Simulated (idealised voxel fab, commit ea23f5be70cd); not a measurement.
A process module follows: voxel gate over fins.
Each square cell in cross-section cut measures 5 nm, and the section as a whole is 220 nm wide.
Think of the cross-section as a grid of square cells. We describe it in bands, top to bottom, and each band covers one or more rows of those cells.
Within each band entry, the heights of the top and of the bottom of the band appear first, in that order and in nm; the materials of the band then follow from left to right, each with its corresponding width in nm. The designation "throughout" on a single material indicates that it fills the band from edge to edge; the designation "empty" indicates empty space.
Height 0 is the level under which the wafer as received is all one material. The lowest band goes on downwards, as in "0 -> down".
A two-number width, for instance "30 to 40", indicates that the width is equal to the first number in the top row of the band and to the second number in the bottom row, and that it changes by a constant amount per row of cells.
"no alterations made" means the step left every cell of the cross-section as it was.
The entry "Closed void catalog" lists the empty spaces that cover at least 8 cells and have no open path to the top. Each is written as width x height at distance, where the distance is measured from the left edge and all three values are in nm.
On each step's line, the part that comes after the settings is the simulator's own comment on the step.
You can add "overlay nm" to a step's line. For a step with a mask, it describes how far the mask lay to the right of its planned position, and a negative number describes a lay to the left.
## Set out below are the planned steps of the process
| 1 | RECEIVE (material Si) |
| 2 | CONFORMAL_DEP (material SiN; thk nm 10) |
| 3 | MASKED_ETCH (tone cover; mask id FINS; width nm 15; pitch nm 35; etch materials SiN; depth nm 10; overlay nm 0) |
| 4 | MASKED_ETCH (tone cover; mask id FINS; width nm 15; pitch nm 35; etch materials Si; depth nm 30; overlay nm 0) |
| 5 | OXIDIZE (depth nm 5) |
| 6 | FILL_DEP (material SiO2; thk nm 10) |
| 7 | CMP (height nm 10) |
| 8 | SELECTIVE_ETCH (etch materials SiO2; depth nm 25) |
| 9 | STRIP (etch materials SiN) |
| 10 | CONFORMAL_DEP (material HfO2; thk nm 5) |
| 11 | CONFORMAL_DEP (material TiN; thk nm 5) |
| 12 | CONFORMAL_DEP (material TiAl; thk nm 5) |
| 13 | CONFORMAL_DEP (material TiN; thk nm 5) |
| 14 | FILL_DEP (material W; thk nm 15) |
| 15 | CMP (height nm 30) |
| 16 | CONFORMAL_DEP (material SiN; thk nm 5) |
## As-received wafer cross-section (after step 1)
* 0 -> down | Si throughout
* Closed void catalog: none
## End state of the module in cross-section, given the above starting point and plan and one mistake in execution
* 35 -> 30 | SiN throughout
* 30 -> 15 | W throughout
* 15 -> 10 | 75 nm W; 70 nm TiN; 75 nm W
* 10 -> 5 | 75 nm W; 5 nm TiN; 25 nm TiAl; 10 nm TiN; 25 nm TiAl; 5 nm TiN; 75 nm W
* 5 -> 0 | 75 nm W; 5 nm TiN; 5 nm TiAl; 15 nm HfO2; 5 nm TiAl; 10 nm TiN; 5 nm TiAl; 15 nm HfO2; 5 nm TiAl; 5 nm TiN; 75 nm W
* 0 -> -5 | 80 nm TiN; 5 nm TiAl; 5 nm HfO2; 5 nm Si; 5 nm HfO2; 5 nm TiAl; 10 nm TiN; 5 nm TiAl; 5 nm HfO2; 5 nm Si; 5 nm HfO2; 5 nm TiAl; 80 nm TiN
* -5 -> -10 | 85 nm TiAl; 5 nm HfO2; 5 nm Si; 5 nm HfO2; 20 nm TiAl; 5 nm HfO2; 5 nm Si; 5 nm HfO2; 85 nm TiAl
* -10 -> -15 | 90 nm HfO2; 5 nm Si; 30 nm HfO2; 5 nm Si; 90 nm HfO2
* -15 -> -35 | 90 nm SiO2; 5 nm Si; 30 nm SiO2; 5 nm Si; 90 nm SiO2
* -35 -> down | Si throughout
* Closed void catalog: none
Misprocessing identified: step 11 from the plan never happened, it was just skipped
